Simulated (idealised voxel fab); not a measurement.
Process module in this document: voxel quadruple lines
It is cross-section cut that appears here, measuring 205 nm in width, its square cells being 5 nm in size.
Cross-section = grid of square cells, listed top down in bands; band = one or more rows. In this notation a band is specified by the heights of its top and bottom, in that order and in nm, after which its materials appear from left to right, each paired with its width in nm. The word "everywhere" attached to a single material means that material fills the band from edge to edge; the word "air" stands for empty space. Heights from 0 (as-received wafer is one material below). Bottom band endless downward, as "0 nm and below". Width "30 to 40": first value at the band's top row of cells, second value at its bottom row, equal change from row to row. The designation "left unchanged", where it is given for a processing step, indicates that no cell of the cross-section was altered in the course of that step. Entry "Entrapped void list" = empty spaces >= 8 cells with no open way to the top; each as width x height at distance, distance from left edge, all nm. Post-settings text on a step line: simulator's own remark regarding the step. overlay nm: for a step with a mask, the amount by which the mask lay right of where it was planned; a negative amount means left of it.

[The planned process steps are enumerated hereunder]
1. RECEIVE (material Si)
2. CONFORMAL_DEP (material SiO2; thk nm 5)
3. DIRECTIONAL_DEP (material Ru; thk nm 15)
4. DIRECTIONAL_DEP (material polySi; thk nm 15)
5. DIRECTIONAL_DEP (material aC; thk nm 20)
6. PATTERN (tone cover; mask id MANDREL; material resist; width nm 25; thk nm 25; overlay nm 0)
7. DIRECTIONAL_ETCH (etch materials aC; depth nm 20)
8. STRIP (etch materials resist)
9. CONFORMAL_DEP (material SiO2; thk nm 15)
10. DIRECTIONAL_ETCH (etch materials SiO2; depth nm 15)
11. STRIP (etch materials aC)
12. DIRECTIONAL_ETCH (etch materials polySi; depth nm 15)
13. STRIP (etch materials SiO2)
14. CONFORMAL_DEP (material SiCN; thk nm 5)
15. DIRECTIONAL_ETCH (etch materials SiCN; depth nm 5)
16. STRIP (etch materials polySi)
17. DIRECTIONAL_ETCH (etch materials Ru; depth nm 15)
18. STRIP (etch materials SiCN)
19. FILL_DEP (material lowk; thk nm 5)
20. CMP (height nm 20)

[The first wafer of two, processed as planned]

[Cross-section of the wafer upon arrival, representing the state reached after step 1]
  0 nm and below = Si everywhere
  Entrapped void list: none

[So this is the wafer cross-section right after step 2]
  5 nm to 0 nm = SiO2 everywhere
  At heights below 0, the structure remains unaltered.

[So this is the wafer cross-section right after step 3]
  20 nm to 5 nm = Ru everywhere
  At heights below 5, the structure remains unaltered.

[So this is the wafer cross-section right after step 4]
  35 nm to 20 nm = polySi everywhere
  At heights below 20, the structure remains unaltered.

[So this is the wafer cross-section right after step 5]
  55 nm to 35 nm = aC everywhere
  At heights below 35, the structure remains unaltered.

[So this is the wafer cross-section right after step 6]
  80 nm to 55 nm = 90 of air / 25 of resist / 90 of air
  At heights below 55, the structure remains unaltered.

[So this is the wafer cross-section right after step 7]
  60 nm to 55 nm = 90 of air / 25 of resist / 90 of air
  55 nm to 35 nm = 90 of air / 25 of aC / 90 of air
  At heights below 35, the structure remains unaltered.

[So this is the wafer cross-section right after step 8]
  55 nm to 35 nm = 90 of air / 25 of aC / 90 of air
  At heights below 35, the structure remains unaltered.

[So this is the wafer cross-section right after step 9]
  70 nm to 55 nm = 75 of air / 55 of SiO2 / 75 of air
  55 nm to 50 nm = 75 of air / 15 of SiO2 / 25 of aC / 15 of SiO2 / 75 of air
  50 nm to 35 nm = 90 of SiO2 / 25 of aC / 90 of SiO2
  At heights below 35, the structure remains unaltered.

[So this is the wafer cross-section right after step 10]
  55 nm to 35 nm = 75 of air / 15 of SiO2 / 25 of aC / 15 of SiO2 / 75 of air
  At heights below 35, the structure remains unaltered.

[So this is the wafer cross-section right after step 11]
  55 nm to 35 nm = 75 of air / 15 of SiO2 / 25 of air / 15 of SiO2 / 75 of air
  At heights below 35, the structure remains unaltered.

[So this is the wafer cross-section right after step 12]
  55 nm to 35 nm = 75 of air / 15 of SiO2 / 25 of air / 15 of SiO2 / 75 of air
  35 nm to 20 nm = 75 of air / 15 of polySi / 25 of air / 15 of polySi / 75 of air
  At heights below 20, the structure remains unaltered.

[So this is the wafer cross-section right after step 13]
  35 nm to 20 nm = 75 of air / 15 of polySi / 25 of air / 15 of polySi / 75 of air
  At heights below 20, the structure remains unaltered.

[So this is the wafer cross-section right after step 14]
  40 nm to 35 nm = 70 of air / 25 of SiCN / 15 of air / 25 of SiCN / 70 of air
  35 nm to 25 nm = 70 of air / 5 of SiCN / 15 of polySi / 5 of SiCN / 15 of air / 5 of SiCN / 15 of polySi / 5 of SiCN / 70 of air
  25 nm to 20 nm = 75 of SiCN / 15 of polySi / 25 of SiCN / 15 of polySi / 75 of SiCN
  At heights below 20, the structure remains unaltered.

[So this is the wafer cross-section right after step 15]
  35 nm to 20 nm = 70 of air / 5 of SiCN / 15 of polySi / 5 of SiCN / 15 of air / 5 of SiCN / 15 of polySi / 5 of SiCN / 70 of air
  At heights below 20, the structure remains unaltered.

[So this is the wafer cross-section right after step 16]
  35 nm to 20 nm = 70 of air / 5 of SiCN / 15 of air / 5 of SiCN / 15 of air / 5 of SiCN / 15 of air / 5 of SiCN / 70 of air
  At heights below 20, the structure remains unaltered.

[So this is the wafer cross-section right after step 17]
  35 nm to 20 nm = 70 of air / 5 of SiCN / 15 of air / 5 of SiCN / 15 of air / 5 of SiCN / 15 of air / 5 of SiCN / 70 of air
  20 nm to 5 nm = 70 of air / 5 of Ru / 15 of air / 5 of Ru / 15 of air / 5 of Ru / 15 of air / 5 of Ru / 70 of air
  At heights below 5, the structure remains unaltered.

[So this is the wafer cross-section right after step 18]
  20 nm to 5 nm = 70 of air / 5 of Ru / 15 of air / 5 of Ru / 15 of air / 5 of Ru / 15 of air / 5 of Ru / 70 of air
  At heights below 5, the structure remains unaltered.

[So this is the wafer cross-section right after step 19]
  25 nm to 20 nm = lowk everywhere
  20 nm to 5 nm = 70 of lowk / 5 of Ru / 15 of lowk / 5 of Ru / 15 of lowk / 5 of Ru / 15 of lowk / 5 of Ru / 70 of lowk
  At heights below 5, the structure remains unaltered.

[So this is the wafer cross-section right after step 20]
  20 nm to 5 nm = 70 of lowk / 5 of Ru / 15 of lowk / 5 of Ru / 15 of lowk / 5 of Ru / 15 of lowk / 5 of Ru / 70 of lowk
  At heights below 5, the structure remains unaltered.

[Second wafer, same starting conditions and recipe as the first, one mistake in executing it, nothing differs from the first up to and including step 5]

[Planned end of step 6: second wafer, cross-section]
  80 nm to 55 nm = 95 of air / 20 of resist / 90 of air
  At heights below 55, the structure remains unaltered.

[Planned end of step 7: second wafer, cross-section]
  60 nm to 55 nm = 95 of air / 20 of resist / 90 of air
  55 nm to 35 nm = 95 of air / 20 of aC / 90 of air
  At heights below 35, the structure remains unaltered.

[Planned end of step 8: second wafer, cross-section]
  55 nm to 35 nm = 95 of air / 20 of aC / 90 of air
  At heights below 35, the structure remains unaltered.

[Planned end of step 9: second wafer, cross-section]
  70 nm to 55 nm = 80 of air / 50 of SiO2 / 75 of air
  55 nm to 50 nm = 80 of air / 15 of SiO2 / 20 of aC / 15 of SiO2 / 75 of air
  50 nm to 35 nm = 95 of SiO2 / 20 of aC / 90 of SiO2
  At heights below 35, the structure remains unaltered.

[Planned end of step 10: second wafer, cross-section]
  55 nm to 35 nm = 80 of air / 15 of SiO2 / 20 of aC / 15 of SiO2 / 75 of air
  At heights below 35, the structure remains unaltered.

[Planned end of step 11: second wafer, cross-section]
  55 nm to 35 nm = 80 of air / 15 of SiO2 / 20 of air / 15 of SiO2 / 75 of air
  At heights below 35, the structure remains unaltered.

[Planned end of step 12: second wafer, cross-section]
  55 nm to 35 nm = 80 of air / 15 of SiO2 / 20 of air / 15 of SiO2 / 75 of air
  35 nm to 20 nm = 80 of air / 15 of polySi / 20 of air / 15 of polySi / 75 of air
  At heights below 20, the structure remains unaltered.

[Planned end of step 13: second wafer, cross-section]
  35 nm to 20 nm = 80 of air / 15 of polySi / 20 of air / 15 of polySi / 75 of air
  At heights below 20, the structure remains unaltered.

[Planned end of step 14: second wafer, cross-section]
  40 nm to 35 nm = 75 of air / 25 of SiCN / 10 of air / 25 of SiCN / 70 of air
  35 nm to 25 nm = 75 of air / 5 of SiCN / 15 of polySi / 5 of SiCN / 10 of air / 5 of SiCN / 15 of polySi / 5 of SiCN / 70 of air
  25 nm to 20 nm = 80 of SiCN / 15 of polySi / 20 of SiCN / 15 of polySi / 75 of SiCN
  At heights below 20, the structure remains unaltered.

[Planned end of step 15: second wafer, cross-section]
  35 nm to 20 nm = 75 of air / 5 of SiCN / 15 of polySi / 5 of SiCN / 10 of air / 5 of SiCN / 15 of polySi / 5 of SiCN / 70 of air
  At heights below 20, the structure remains unaltered.

[Planned end of step 16: second wafer, cross-section]
  35 nm to 20 nm = 75 of air / 5 of SiCN / 15 of air / 5 of SiCN / 10 of air / 5 of SiCN / 15 of air / 5 of SiCN / 70 of air
  At heights below 20, the structure remains unaltered.

[Planned end of step 17: second wafer, cross-section]
  35 nm to 20 nm = 75 of air / 5 of SiCN / 15 of air / 5 of SiCN / 10 of air / 5 of SiCN / 15 of air / 5 of SiCN / 70 of air
  20 nm to 5 nm = 75 of air / 5 of Ru / 15 of air / 5 of Ru / 10 of air / 5 of Ru / 15 of air / 5 of Ru / 70 of air
  At heights below 5, the structure remains unaltered.

[Planned end of step 18: second wafer, cross-section]
  20 nm to 5 nm = 75 of air / 5 of Ru / 15 of air / 5 of Ru / 10 of air / 5 of Ru / 15 of air / 5 of Ru / 70 of air
  At heights below 5, the structure remains unaltered.

[Planned end of step 19: second wafer, cross-section]
  25 nm to 20 nm = lowk everywhere
  20 nm to 5 nm = 75 of lowk / 5 of Ru / 15 of lowk / 5 of Ru / 10 of lowk / 5 of Ru / 15 of lowk / 5 of Ru / 70 of lowk
  At heights below 5, the structure remains unaltered.

[Planned end of step 20: second wafer, cross-section]
  20 nm to 5 nm = 75 of lowk / 5 of Ru / 15 of lowk / 5 of Ru / 10 of lowk / 5 of Ru / 15 of lowk / 5 of Ru / 70 of lowk
  At heights below 5, the structure remains unaltered.
Against the plan, the run slipped here: so step 6 ended up running with a different setting than we planned, it ran as PATTERN (tone cover; mask id MANDREL; material resist; width nm 20; thk nm 25; overlay nm 0)
Upon completion, the cell count for each material on the second wafer equals that on the first, whereas the spatial distribution of those cells differs.
